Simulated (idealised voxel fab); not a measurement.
voxel ribs on slabs: a process module
Cross-sectional view cut (width: 240 nm; square cell size: 5 nm).
If you're reading a cross-section in this doc, picture square cells in a grid; it comes to you as bands, top ones listed first down to the bottom, and a band can be one or more rows of cells.
Top, bottom (nm), then materials left to right with widths (nm); lone material tagged "throughout" fills the whole band edge to edge; "blank" = empty space.
Height datum 0, below which the as-received substrate wafer is one material. Lowest band open at the bottom, running downward: "top 0, no bottom".
It should be noted that a width expressed as "30..40" varies in equal increments from row to row of cells within the band, taking the value of the first number at the top row and that of the second number at the bottom row.
The designation "nothing was modified", where it is given for a processing step, indicates that no cell of the cross-section was altered in the course of that step.
Listed in "Voids, enclosed": every empty space of 8 or more cells without an open way to the top. Form: width x height at distance, the distance being from the left edge, all in nm.
Step line, after settings: the simulator's comment on this step.
Each step line may optionally specify "overlay nm", which for a step with a mask gives the rightward distance between the mask's planned place and where it lay, a negative value indicating the leftward direction.

The planned process steps are enumerated hereunder:
1,RECEIVE | material Si
2,DIRECTIONAL_DEP | material SiO2 | thk nm 20
3,DIRECTIONAL_DEP | material SiN | thk nm 20
4,MASKED_ETCH | tone cover | mask id RIB | width nm 20 | etch materials SiN | depth nm 5 | overlay nm 0
5,DIRECTIONAL_DEP | material aC | thk nm 10
6,PATTERN | tone cover | mask id SLAB | material resist | width nm 60 | thk nm 25 | overlay nm 0
7,DIRECTIONAL_ETCH | etch materials aC | depth nm 10
8,STRIP | etch materials resist
9,DIRECTIONAL_ETCH | etch materials SiN | depth nm 15
10,STRIP | etch materials aC
11,FILL_DEP | material SiO2 | thk nm 25
12,CMP | height nm 55
13,DIRECTIONAL_DEP | material W | thk nm 5
14,DIRECTIONAL_DEP | material aC | thk nm 15
15,PATTERN | tone cover | mask id HEATER | material resist | width nm 30 | thk nm 30 | overlay nm 0
16,DIRECTIONAL_ETCH | etch materials aC | depth nm 15
17,STRIP | etch materials resist
18,DIRECTIONAL_ETCH | etch materials W | depth nm 5
19,STRIP | etch materials aC
20,CONFORMAL_DEP | material SiO2 | thk nm 5

As-received wafer cross-section (after step 1):
- top 0, no bottom  Si throughout
- Voids, enclosed: none

Final wafer profile in cross-section after the module, from the same start and plan as above, with one mistake made during processing:
- top 65, bottom 60  blank=100  SiO2=40  blank=100
- top 60, bottom 55  SiO2=105  W=30  SiO2=105
- top 55, bottom 40  SiO2 throughout
- top 40, bottom 35  SiO2=110  SiN=20  SiO2=110
- top 35, bottom 20  SiO2=100  SiN=60  SiO2=80
- top 20, bottom 0  SiO2 throughout
- top 0, no bottom  Si throughout
- Voids, enclosed: none
The mistake made against the process plan was this: step 6 off recipe, ran as PATTERN | tone cover | mask id SLAB | material resist | width nm 60 | thk nm 25 | overlay nm 10
